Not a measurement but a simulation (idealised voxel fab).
process module | voxel self aligned vias
cross-section cut | 280 nm wide | cells 5 nm
A cross-section is a grid of square cells, given in bands from the top down. A band is one or more rows of cells.
Each band's line starts with the height of the band's top and of its bottom, in nm. Then come its materials from left to right, each with its width in nm. One material with "throughout" fills the band from edge to edge. "air" is empty space.
Height 0 is the level under which the wafer as received is all one material. The lowest band goes on downwards, as in "0 down".
A width such as "30 to 40" changes by the same amount from each row of cells to the next, from the band's top row to its bottom row.
"no change" after a step means that no cell of the cross-section changed.
closed voids: empty space of 8 cells or more with no open way to the top, each as width x height at its distance from the left edge, in nm
after a step's settings: what the simulator itself notes on the step
overlay nm, on a step with a mask: how far to the right of its planned place the mask lay; to the left if negative
plan
1 op RECEIVE | material Si
2 op CONFORMAL_DEP | material SiO2 | thk nm 10
3 op CONFORMAL_DEP | material SiCN | thk nm 5
4 op DIRECTIONAL_DEP | material lowk | thk nm 25
5 op DIRECTIONAL_DEP | material aC | thk nm 15
6 op PATTERN | tone open | mask id LINES | material resist | width nm 30 | pitch nm 75 | thk nm 30 | overlay nm 0
7 op DIRECTIONAL_ETCH | etch materials aC | depth nm 15
8 op STRIP | etch materials resist
9 op DIRECTIONAL_ETCH | etch materials lowk | depth nm 25
10 op STRIP | etch materials aC
11 op CONFORMAL_DEP | material TiN | thk nm 5
12 op FILL_DEP | material W | thk nm 5
13 op CMP | height nm 40
14 op SELECTIVE_ETCH | etch materials W Ru TiN | depth nm 5
15 op FILL_DEP | material SiN | thk nm 10
16 op CMP | height nm 40
17 op DIRECTIONAL_DEP | material lowk | thk nm 15
18 op DIRECTIONAL_DEP | material aC | thk nm 15
19 op PATTERN | tone open | mask id VIAS | material resist | width nm 50 | thk nm 30 | overlay nm 0
20 op DIRECTIONAL_ETCH | etch materials aC | depth nm 15
21 op STRIP | etch materials resist
22 op DIRECTIONAL_ETCH | etch materials lowk | depth nm 15
23 op DIRECTIONAL_ETCH | etch materials SiN | depth nm 5
24 op STRIP | etch materials aC
25 op CONFORMAL_DEP | material TiN | thk nm 5
26 op FILL_DEP | material Ru | thk nm 5
27 op CMP | height nm 55
28 op CONFORMAL_DEP | material SiCN | thk nm 5
first wafer, as planned
as received, after step 1
  0 down: Si throughout
  closed voids: none
after step 2
  10 to 0: SiO2 throughout
  below 0: unchanged
after step 3
  15 to 10: SiCN throughout
  below 10: unchanged
after step 4
  40 to 15: lowk throughout
  below 15: unchanged
after step 5
  55 to 40: aC throughout
  below 40: unchanged
after step 6
  85 to 55: resist 85 | air 30 | resist 45 | air 30 | resist 90
  below 55: unchanged
after step 7
  70 to 55: resist 85 | air 30 | resist 45 | air 30 | resist 90
  55 to 40: aC 85 | air 30 | aC 45 | air 30 | aC 90
  below 40: unchanged
after step 8
  55 to 40: aC 85 | air 30 | aC 45 | air 30 | aC 90
  below 40: unchanged
after step 9
  55 to 40: aC 85 | air 30 | aC 45 | air 30 | aC 90
  40 to 15: lowk 85 | air 30 | lowk 45 | air 30 | lowk 90
  below 15: unchanged
after step 10
  40 to 15: lowk 85 | air 30 | lowk 45 | air 30 | lowk 90
  below 15: unchanged
after step 11
  45 to 40: TiN 90 | air 20 | TiN 55 | air 20 | TiN 95
  40 to 20: lowk 85 | TiN 5 | air 20 | TiN 5 | lowk 45 | TiN 5 | air 20 | TiN 5 | lowk 90
  20 to 15: lowk 85 | TiN 30 | lowk 45 | TiN 30 | lowk 90
  below 15: unchanged
after step 12
  50 to 45: W throughout
  45 to 40: TiN 90 | W 20 | TiN 55 | W 20 | TiN 95
  40 to 20: lowk 85 | TiN 5 | W 20 | TiN 5 | lowk 45 | TiN 5 | W 20 | TiN 5 | lowk 90
  below 20: unchanged
after step 13
  40 to 20: lowk 85 | TiN 5 | W 20 | TiN 5 | lowk 45 | TiN 5 | W 20 | TiN 5 | lowk 90
  below 20: unchanged
after step 14
  40 to 35: lowk 85 | air 30 | lowk 45 | air 30 | lowk 90
  below 35: unchanged
after step 15
  50 to 40: SiN throughout
  40 to 35: lowk 85 | SiN 30 | lowk 45 | SiN 30 | lowk 90
  below 35: unchanged
after step 16
  40 to 35: lowk 85 | SiN 30 | lowk 45 | SiN 30 | lowk 90
  below 35: unchanged
after step 17
  55 to 40: lowk throughout
  below 40: unchanged
after step 18
  70 to 55: aC throughout
  below 55: unchanged
after step 19
  100 to 70: resist 75 | air 50 | resist 155
  below 70: unchanged
after step 20
  85 to 70: resist 75 | air 50 | resist 155
  70 to 55: aC 75 | air 50 | aC 155
  below 55: unchanged
after step 21
  70 to 55: aC 75 | air 50 | aC 155
  below 55: unchanged
after step 22
  70 to 55: aC 75 | air 50 | aC 155
  55 to 40: lowk 75 | air 50 | lowk 155
  below 40: unchanged
after step 23
  70 to 55: aC 75 | air 50 | aC 155
  55 to 40: lowk 75 | air 50 | lowk 155
  40 to 35: lowk 85 | air 30 | lowk 45 | SiN 30 | lowk 90
  below 35: unchanged
after step 24
  55 to 40: lowk 75 | air 50 | lowk 155
  below 40: unchanged
after step 25
  60 to 55: TiN 80 | air 40 | TiN 160
  55 to 45: lowk 75 | TiN 5 | air 40 | TiN 5 | lowk 155
  45 to 40: lowk 75 | TiN 15 | air 20 | TiN 15 | lowk 155
  40 to 35: lowk 85 | TiN 30 | lowk 45 | SiN 30 | lowk 90
  below 35: unchanged
after step 26
  65 to 60: Ru throughout
  60 to 55: TiN 80 | Ru 40 | TiN 160
  55 to 45: lowk 75 | TiN 5 | Ru 40 | TiN 5 | lowk 155
  45 to 40: lowk 75 | TiN 15 | Ru 20 | TiN 15 | lowk 155
  below 40: unchanged
after step 27
  55 to 45: lowk 75 | TiN 5 | Ru 40 | TiN 5 | lowk 155
  below 45: unchanged
after step 28
  60 to 55: SiCN throughout
  below 55: unchanged
second wafer: like start, like plan, one mistake. Through step 2 it matches the first wafer
when step 3 should have ended
  35 to 10: lowk throughout
  below 10: unchanged
when step 4 should have ended
  40 to 35: SiCN throughout
  below 35: unchanged
when step 5 should have ended
  55 to 40: aC throughout
  below 40: unchanged
when step 6 should have ended
  85 to 55: resist 85 | air 30 | resist 45 | air 30 | resist 90
  below 55: unchanged
when step 7 should have ended
  70 to 55: resist 85 | air 30 | resist 45 | air 30 | resist 90
  55 to 40: aC 85 | air 30 | aC 45 | air 30 | aC 90
  below 40: unchanged
when step 8 should have ended
  55 to 40: aC 85 | air 30 | aC 45 | air 30 | aC 90
  below 40: unchanged
when step 9 should have ended: no change
when step 10 should have ended
  40 to 35: SiCN throughout
  below 35: unchanged
when step 11 should have ended
  45 to 40: TiN throughout
  below 40: unchanged
when step 12 should have ended
  50 to 45: W throughout
  below 45: unchanged
when step 13 should have ended
  40 to 35: SiCN throughout
  below 35: unchanged
when step 14 should have ended: no change
when step 15 should have ended
  50 to 40: SiN throughout
  below 40: unchanged
when step 16 should have ended
  40 to 35: SiCN throughout
  below 35: unchanged
when step 17 should have ended
  55 to 40: lowk throughout
  below 40: unchanged
when step 18 should have ended
  70 to 55: aC throughout
  below 55: unchanged
when step 19 should have ended
  100 to 70: resist 75 | air 50 | resist 155
  below 70: unchanged
when step 20 should have ended
  85 to 70: resist 75 | air 50 | resist 155
  70 to 55: aC 75 | air 50 | aC 155
  below 55: unchanged
when step 21 should have ended
  70 to 55: aC 75 | air 50 | aC 155
  below 55: unchanged
when step 22 should have ended
  70 to 55: aC 75 | air 50 | aC 155
  55 to 40: lowk 75 | air 50 | lowk 155
  below 40: unchanged
when step 23 should have ended: no change
when step 24 should have ended
  55 to 40: lowk 75 | air 50 | lowk 155
  below 40: unchanged
when step 25 should have ended
  60 to 55: TiN 80 | air 40 | TiN 160
  55 to 45: lowk 75 | TiN 5 | air 40 | TiN 5 | lowk 155
  45 to 40: lowk 75 | TiN 50 | lowk 155
  below 40: unchanged
when step 26 should have ended
  65 to 60: Ru throughout
  60 to 55: TiN 80 | Ru 40 | TiN 160
  55 to 45: lowk 75 | TiN 5 | Ru 40 | TiN 5 | lowk 155
  below 45: unchanged
when step 27 should have ended
  55 to 45: lowk 75 | TiN 5 | Ru 40 | TiN 5 | lowk 155
  below 45: unchanged
when step 28 should have ended
  60 to 55: SiCN throughout
  below 55: unchanged
what went wrong: steps 3 and 4 were swapped
at the end the second wafer has, in cells: 4 fewer of Ru | 6 fewer of SiN | 26 fewer of TiN | 24 fewer of W | 60 more of lowk
